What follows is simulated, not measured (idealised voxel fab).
Proc. module: voxel quadruple lines
It is cross-section cut that appears here, measuring 200 nm in width, its square cells being 5 nm in size.
In this document a cross-section is written as a grid of square cells. It is given as a series of bands, listed from the top down, and a band is one or more rows of cells.
In this notation a band is specified by the heights of its top and bottom, in that order and in nm, after which its materials appear from left to right, each paired with its width in nm. The word "everywhere" attached to a single material means that material fills the band from edge to edge; the word "empty" stands for empty space.
Zero point of the height axis is 0; under it, received wafer = one material. Lowest band: continues down indefinitely, "0 down".
It should be noted that a width expressed as "30 to 40" varies in equal increments from row to row of cells within the band, taking the value of the first number at the top row and that of the second number at the bottom row.
When a step is marked "no alteration", none of the cells in the cross-section changed during that step.
So "Enclosed cavities" is basically the list of trapped voids: any empty space of 8 cells or more that can't reach the top through an opening. They're written width x height at distance, the distance being from the left edge, and it's all nm.
On each step's line, the part that comes after the settings is the simulator's own comment on the step.
Regarding "overlay nm": on a step with a mask, it is the distance the mask lay to the right of its planned place; a negative value places it to the left.
List of planned process steps
1) RECEIVE | material Si
2) CONFORMAL_DEP | material Al2O3 | thk nm 10
3) DIRECTIONAL_DEP | material TiN | thk nm 10
4) DIRECTIONAL_DEP | material polySi | thk nm 15
5) DIRECTIONAL_DEP | material aC | thk nm 20
6) PATTERN | tone cover | mask id MANDREL | material resist | width nm 30 | thk nm 30 | overlay nm 0
7) DIRECTIONAL_ETCH | etch materials aC | depth nm 20
8) STRIP | etch materials resist
9) CONFORMAL_DEP | material SiO2 | thk nm 10
10) DIRECTIONAL_ETCH | etch materials SiO2 | depth nm 10
11) STRIP | etch materials aC
12) DIRECTIONAL_ETCH | etch materials polySi | depth nm 15
13) STRIP | etch materials SiO2
14) CONFORMAL_DEP | material SiCN | thk nm 10
15) DIRECTIONAL_ETCH | etch materials SiCN | depth nm 10
16) STRIP | etch materials polySi
17) DIRECTIONAL_ETCH | etch materials TiN | depth nm 10
18) STRIP | etch materials SiCN
The first of two wafers, run as planned
As received (post step 1): cross-section
	0 down  Si everywhere
	Enclosed cavities: none
Wafer section view after processing step 2
	10 to 0  Al2O3 everywhere
	Unchanged below 0.
Wafer section view after processing step 3
	20 to 10  TiN everywhere
	Unchanged below 10.
Wafer section view after processing step 4
	35 to 20  polySi everywhere
	Unchanged below 20.
Wafer section view after processing step 5
	55 to 35  aC everywhere
	Unchanged below 35.
Wafer section view after processing step 6
	85 to 55  empty 85 / resist 30 / empty 85
	Unchanged below 55.
Wafer section view after processing step 7
	65 to 55  empty 85 / resist 30 / empty 85
	55 to 35  empty 85 / aC 30 / empty 85
	Unchanged below 35.
Wafer section view after processing step 8
	55 to 35  empty 85 / aC 30 / empty 85
	Unchanged below 35.
Wafer section view after processing step 9
	65 to 55  empty 75 / SiO2 50 / empty 75
	55 to 45  empty 75 / SiO2 10 / aC 30 / SiO2 10 / empty 75
	45 to 35  SiO2 85 / aC 30 / SiO2 85
	Unchanged below 35.
Wafer section view after processing step 10
	55 to 35  empty 75 / SiO2 10 / aC 30 / SiO2 10 / empty 75
	Unchanged below 35.
Wafer section view after processing step 11
	55 to 35  empty 75 / SiO2 10 / empty 30 / SiO2 10 / empty 75
	Unchanged below 35.
Wafer section view after processing step 12
	55 to 35  empty 75 / SiO2 10 / empty 30 / SiO2 10 / empty 75
	35 to 20  empty 75 / polySi 10 / empty 30 / polySi 10 / empty 75
	Unchanged below 20.
Wafer section view after processing step 13
	35 to 20  empty 75 / polySi 10 / empty 30 / polySi 10 / empty 75
	Unchanged below 20.
Wafer section view after processing step 14
	45 to 35  empty 65 / SiCN 30 / empty 10 / SiCN 30 / empty 65
	35 to 30  empty 65 / SiCN 10 / polySi 10 / SiCN 10 / empty 10 / SiCN 10 / polySi 10 / SiCN 10 / empty 65
	30 to 20  SiCN 75 / polySi 10 / SiCN 30 / polySi 10 / SiCN 75
	Unchanged below 20.
Wafer section view after processing step 15
	35 to 20  empty 65 / SiCN 10 / polySi 10 / SiCN 10 / empty 10 / SiCN 10 / polySi 10 / SiCN 10 / empty 65
	Unchanged below 20.
Wafer section view after processing step 16
	35 to 20  empty 65 / SiCN 10 / empty 10 / SiCN 10 / empty 10 / SiCN 10 / empty 10 / SiCN 10 / empty 65
	Unchanged below 20.
Wafer section view after processing step 17
	35 to 20  empty 65 / SiCN 10 / empty 10 / SiCN 10 / empty 10 / SiCN 10 / empty 10 / SiCN 10 / empty 65
	20 to 10  empty 65 / TiN 10 / empty 10 / TiN 10 / empty 10 / TiN 10 / empty 10 / TiN 10 / empty 65
	Unchanged below 10.
Wafer section view after processing step 18
	20 to 10  empty 65 / TiN 10 / empty 10 / TiN 10 / empty 10 / TiN 10 / empty 10 / TiN 10 / empty 65
	Unchanged below 10.
Here the second wafer is described. Its start and its plan were those of the first wafer. Its run contained one mistake. Up to and including step 8, it did exactly what the first wafer did
Here is the second wafer in cross-section at the point where step 9 of the plan should have been done
	65 to 55  empty 75 / TiN 50 / empty 75
	55 to 45  empty 75 / TiN 10 / aC 30 / TiN 10 / empty 75
	45 to 35  TiN 85 / aC 30 / TiN 85
	Unchanged below 35.
Here is the second wafer in cross-section at the point where step 10 of the plan should have been done: no alteration
Here is the second wafer in cross-section at the point where step 11 of the plan should have been done: no alteration
Here is the second wafer in cross-section at the point where step 12 of the plan should have been done: no alteration
Here is the second wafer in cross-section at the point where step 13 of the plan should have been done: no alteration
Here is the second wafer in cross-section at the point where step 14 of the plan should have been done
	75 to 65  empty 65 / SiCN 70 / empty 65
	65 to 55  empty 65 / SiCN 10 / TiN 50 / SiCN 10 / empty 65
	55 to 45  SiCN 75 / TiN 10 / aC 30 / TiN 10 / SiCN 75
	Unchanged below 45.
Here is the second wafer in cross-section at the point where step 15 of the plan should have been done
	65 to 55  empty 65 / SiCN 10 / TiN 50 / SiCN 10 / empty 65
	55 to 45  empty 65 / SiCN 10 / TiN 10 / aC 30 / TiN 10 / SiCN 10 / empty 65
	Unchanged below 45.
Here is the second wafer in cross-section at the point where step 16 of the plan should have been done: no alteration
Here is the second wafer in cross-section at the point where step 17 of the plan should have been done
	65 to 55  empty 65 / SiCN 10 / empty 50 / SiCN 10 / empty 65
	55 to 45  empty 65 / SiCN 10 / TiN 10 / aC 30 / TiN 10 / SiCN 10 / empty 65
	45 to 35  empty 65 / TiN 20 / aC 30 / TiN 20 / empty 65
	Unchanged below 35.
Here is the second wafer in cross-section at the point where step 18 of the plan should have been done
	55 to 45  empty 75 / TiN 10 / aC 30 / TiN 10 / empty 75
	Unchanged below 45.
Error vs. plan: step 9 did not use the planned setting and instead ran as CONFORMAL_DEP | material TiN | thk nm 10
at the end the second wafer has, in cells: TiN: 88 more | aC: 24 more | polySi: 120 more
